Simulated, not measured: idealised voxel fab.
process module | voxel ribs on slabs
cross-section cut | 140 nm wide | cells 5 nm
A cross-section is a grid of square cells, given in bands from the top down. A band is one or more rows of cells.
Each band's line starts with the height of the band's top and of its bottom, in nm. Then come its materials from left to right, each with its width in nm. One material with "throughout" fills the band from edge to edge. "air" is empty space.
Height 0 is the level under which the wafer as received is all one material. The lowest band goes on downwards, as in "0 down".
A width such as "30 to 40" changes by the same amount from each row of cells to the next, from the band's top row to its bottom row.
"no change" after a step means that no cell of the cross-section changed.
closed voids: empty space of 8 cells or more with no open way to the top, each as width x height at its distance from the left edge, in nm
after a step's settings: what the simulator itself notes on the step
overlay nm, on a step with a mask: how far to the right of its planned place the mask lay; to the left if negative
plan
1 op RECEIVE | material Si
2 op DIRECTIONAL_DEP | material SiO2 | thk nm 30
3 op DIRECTIONAL_DEP | material SiN | thk nm 15
4 op DIRECTIONAL_DEP | material aC | thk nm 10
5 op PATTERN | tone cover | mask id RIB | material resist | width nm 30 | thk nm 30 | overlay nm 0
6 op DIRECTIONAL_ETCH | etch materials aC | depth nm 10
7 op STRIP | etch materials resist
8 op DIRECTIONAL_ETCH | etch materials SiN | depth nm 5
9 op STRIP | etch materials aC
10 op MASKED_ETCH | tone cover | mask id SLAB | width nm 90 | etch materials SiN | depth nm 10 | overlay nm 0
11 op FILL_DEP | material SiO2 | thk nm 30
12 op CMP | height nm 65
13 op DIRECTIONAL_DEP | material W | thk nm 10
14 op DIRECTIONAL_DEP | material aC | thk nm 10
15 op PATTERN | tone cover | mask id HEATER | material resist | width nm 40 | thk nm 30 | overlay nm 0
16 op DIRECTIONAL_ETCH | etch materials aC | depth nm 10
17 op STRIP | etch materials resist
18 op DIRECTIONAL_ETCH | etch materials W | depth nm 10
19 op STRIP | etch materials aC
20 op CONFORMAL_DEP | material SiN | thk nm 10
as received, after step 1
  0 down: Si throughout
  closed voids: none
first wafer at the end, as planned
  85 to 75: air 40 | SiN 60 | air 40
  75 to 65: SiN 50 | W 40 | SiN 50
  65 to 45: SiO2 throughout
  45 to 40: SiO2 55 | SiN 30 | SiO2 55
  40 to 30: SiO2 25 | SiN 90 | SiO2 25
  30 to 0: SiO2 throughout
  0 down: Si throughout
  closed voids: none
second wafer at the end: like start, like plan, one mistake
  85 to 75: air 40 | SiN 60 | air 40
  75 to 65: SiN 50 | W 40 | SiN 50
  65 to 15: SiO2 throughout
  15 to 0: SiN throughout
  0 down: Si throughout
  closed voids: none
what went wrong: steps 2 and 3 were swapped
at the end the second wafer has, in cells: 42 more of SiN | 42 fewer of SiO2
